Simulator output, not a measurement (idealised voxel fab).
This is a process module. Its name is voxel wiring stack.
For reference, the cross-section in this document is cut, with width 280 nm and square cells of 5 nm.
Bands, listed from the top down, are how a cross-section gets written in this document; the cross-section itself is a grid of square cells, and a band is one or more rows of them.
Read a band's entry like this: the first values are the height of its top and the height of its bottom in nm, and what follows is the sequence of materials from left to right, each with its width in nm. Note that "air" is empty space, and that a single material marked "everywhere" reaches across the band from edge to edge.
Counting heights begins at 0, where everything beneath is, in the wafer as received, one material. The lowest band has no bottom; it goes on downwards, as "0 down" shows.
Graded width ("30 to 40"): value in top row of band = first number; value in bottom row = second number; row-to-row change constant.
You'll sometimes find "nothing was modified" written for a step, and that's the way of saying that nowhere in the cross-section did a cell change during that step.
So "Sealed-off cavities" is basically the list of trapped voids: any empty space of 8 cells or more that can't reach the top through an opening. They're written width x height at distance, the distance being from the left edge, and it's all nm.
Step line, after settings: the simulator's comment on this step.
Among the settings permitted on a step's line is "overlay nm"; applied to a step with a mask, it specifies the extent to which the mask lay to the right of its planned position, whereas a negative figure signifies a position to the left.
[Below is the list of planned process steps]
1 RECEIVE, material Si
2 CONFORMAL_DEP, material SiO2, thk nm 10
3 CONFORMAL_DEP, material SiN, thk nm 5
4 DIRECTIONAL_DEP, material SiO2, thk nm 20
5 MASKED_ETCH, tone open, mask id METAL_1, width nm 20, pitch nm 40, etch materials SiO2, depth nm 20, overlay nm 0
6 MASKED_ETCH, tone open, mask id METAL_1, width nm 20, pitch nm 40, etch materials SiN, depth nm 5, overlay nm 0
7 CONFORMAL_DEP, material TiN, thk nm 5
8 FILL_DEP, material Ru, thk nm 10
9 CMP, height nm 35
10 CONFORMAL_DEP, material SiCN, thk nm 5
11 DIRECTIONAL_DEP, material SiO2, thk nm 15
12 MASKED_ETCH, tone open, mask id PLUG_1, width nm 15, pitch nm 80, etch materials SiO2, depth nm 15, overlay nm 0
13 MASKED_ETCH, tone open, mask id PLUG_1, width nm 15, pitch nm 80, etch materials SiCN, depth nm 5, overlay nm 0
14 CONFORMAL_DEP, material TiN, thk nm 5
15 FILL_DEP, material W, thk nm 5
16 CMP, height nm 55
17 CONFORMAL_DEP, material SiN, thk nm 5
18 DIRECTIONAL_DEP, material lowk, thk nm 20
19 MASKED_ETCH, tone open, mask id METAL_2, width nm 20, pitch nm 40, etch materials lowk, depth nm 20, overlay nm 0
20 MASKED_ETCH, tone open, mask id METAL_2, width nm 20, pitch nm 40, etch materials SiN, depth nm 5, overlay nm 0
21 CONFORMAL_DEP, material TiN, thk nm 5
22 FILL_DEP, material Cu, thk nm 5
23 CMP, height nm 80
24 CONFORMAL_DEP, material SiCN, thk nm 5
25 DIRECTIONAL_DEP, material lowk, thk nm 35
26 MASKED_ETCH, tone open, mask id METAL_3, width nm 20, pitch nm 40, etch materials lowk, depth nm 20, overlay nm 0
27 DIRECTIONAL_DEP, material aC, thk nm 10
28 PATTERN, tone open, mask id METAL_3_HOLES, material resist, width nm 15, pitch nm 80, thk nm 25, overlay nm 0
29 DIRECTIONAL_ETCH, etch materials aC, depth nm 10
30 STRIP, etch materials resist
31 DIRECTIONAL_ETCH, etch materials lowk, depth nm 15
32 DIRECTIONAL_ETCH, etch materials SiCN, depth nm 5
33 STRIP, etch materials aC
34 CONFORMAL_DEP, material TiN, thk nm 5
35 FILL_DEP, material Cu, thk nm 10
36 CMP, height nm 120
37 CONFORMAL_DEP, material SiN, thk nm 5
[Wafer cross-section on receipt, i.e. after step 1]
	0 down = Si everywhere
	Sealed-off cavities: none
[Post-module cross-section of the first of two wafers (run per plan)]
	125 to 120 = SiN everywhere
	120 to 105 = 90 of lowk / 5 of TiN / 10 of Cu / 5 of TiN / 20 of lowk / 5 of TiN / 10 of Cu / 5 of TiN / 20 of lowk / 5 of TiN / 10 of Cu / 5 of TiN / 90 of lowk
	105 to 100 = 90 of lowk / 5 of TiN / 5 of Cu / 10 of TiN / 20 of lowk / 20 of TiN / 20 of lowk / 5 of TiN / 5 of Cu / 10 of TiN / 90 of lowk
	100 to 85 = 90 of lowk / 5 of TiN / 5 of Cu / 5 of TiN / 65 of lowk / 5 of TiN / 5 of Cu / 5 of TiN / 95 of lowk
	85 to 80 = 90 of SiCN / 15 of TiN / 65 of SiCN / 15 of TiN / 95 of SiCN
	80 to 60 = 90 of lowk / 5 of TiN / 10 of Cu / 5 of TiN / 20 of lowk / 5 of TiN / 10 of Cu / 5 of TiN / 20 of lowk / 5 of TiN / 10 of Cu / 5 of TiN / 90 of lowk
	60 to 55 = 90 of SiN / 20 of TiN / 20 of SiN / 20 of TiN / 20 of SiN / 20 of TiN / 90 of SiN
	55 to 40 = 90 of SiO2 / 5 of TiN / 5 of W / 5 of TiN / 65 of SiO2 / 5 of TiN / 5 of W / 5 of TiN / 95 of SiO2
	40 to 35 = 90 of SiCN / 15 of TiN / 65 of SiCN / 15 of TiN / 95 of SiCN
	35 to 15 = 90 of SiO2 / 5 of TiN / 10 of Ru / 5 of TiN / 20 of SiO2 / 5 of TiN / 10 of Ru / 5 of TiN / 20 of SiO2 / 5 of TiN / 10 of Ru / 5 of TiN / 90 of SiO2
	15 to 10 = 90 of SiN / 20 of TiN / 20 of SiN / 20 of TiN / 20 of SiN / 20 of TiN / 90 of SiN
	10 to 0 = SiO2 everywhere
	0 down = Si everywhere
	Sealed-off cavities: none
[Second wafer cross-section at end of module - shared start and plan with the first, one mistake in the run]
	140 to 135 = SiN everywhere
	135 to 125 = Cu everywhere
	125 to 120 = 95 of TiN / 10 of Cu / 30 of TiN / 10 of Cu / 30 of TiN / 10 of Cu / 95 of TiN
	120 to 105 = 90 of lowk / 5 of TiN / 10 of Cu / 5 of TiN / 20 of lowk / 5 of TiN / 10 of Cu / 5 of TiN / 20 of lowk / 5 of TiN / 10 of Cu / 5 of TiN / 90 of lowk
	105 to 100 = 90 of lowk / 5 of TiN / 5 of Cu / 10 of TiN / 20 of lowk / 20 of TiN / 20 of lowk / 5 of TiN / 5 of Cu / 10 of TiN / 90 of lowk
	100 to 85 = 90 of lowk / 5 of TiN / 5 of Cu / 5 of TiN / 65 of lowk / 5 of TiN / 5 of Cu / 5 of TiN / 95 of lowk
	85 to 80 = 90 of SiCN / 15 of TiN / 65 of SiCN / 15 of TiN / 95 of SiCN
	80 to 60 = 90 of lowk / 5 of TiN / 10 of Cu / 5 of TiN / 20 of lowk / 5 of TiN / 10 of Cu / 5 of TiN / 20 of lowk / 5 of TiN / 10 of Cu / 5 of TiN / 90 of lowk
	60 to 55 = 90 of SiN / 20 of TiN / 20 of SiN / 20 of TiN / 20 of SiN / 20 of TiN / 90 of SiN
	55 to 40 = 90 of SiO2 / 5 of TiN / 5 of W / 5 of TiN / 65 of SiO2 / 5 of TiN / 5 of W / 5 of TiN / 95 of SiO2
	40 to 35 = 90 of SiCN / 15 of TiN / 65 of SiCN / 15 of TiN / 95 of SiCN
	35 to 15 = 90 of SiO2 / 5 of TiN / 10 of Ru / 5 of TiN / 20 of SiO2 / 5 of TiN / 10 of Ru / 5 of TiN / 20 of SiO2 / 5 of TiN / 10 of Ru / 5 of TiN / 90 of SiO2
	15 to 10 = 90 of SiN / 20 of TiN / 20 of SiN / 20 of TiN / 20 of SiN / 20 of TiN / 90 of SiN
	10 to 0 = SiO2 everywhere
	0 down = Si everywhere
	Sealed-off cavities: none
Short version of what went wrong: step 36 of the plan was jumped over and never run
Heads up, by the end the second wafer has more or fewer cells of some materials compared to the first: 118 more of Cu, 50 more of TiN
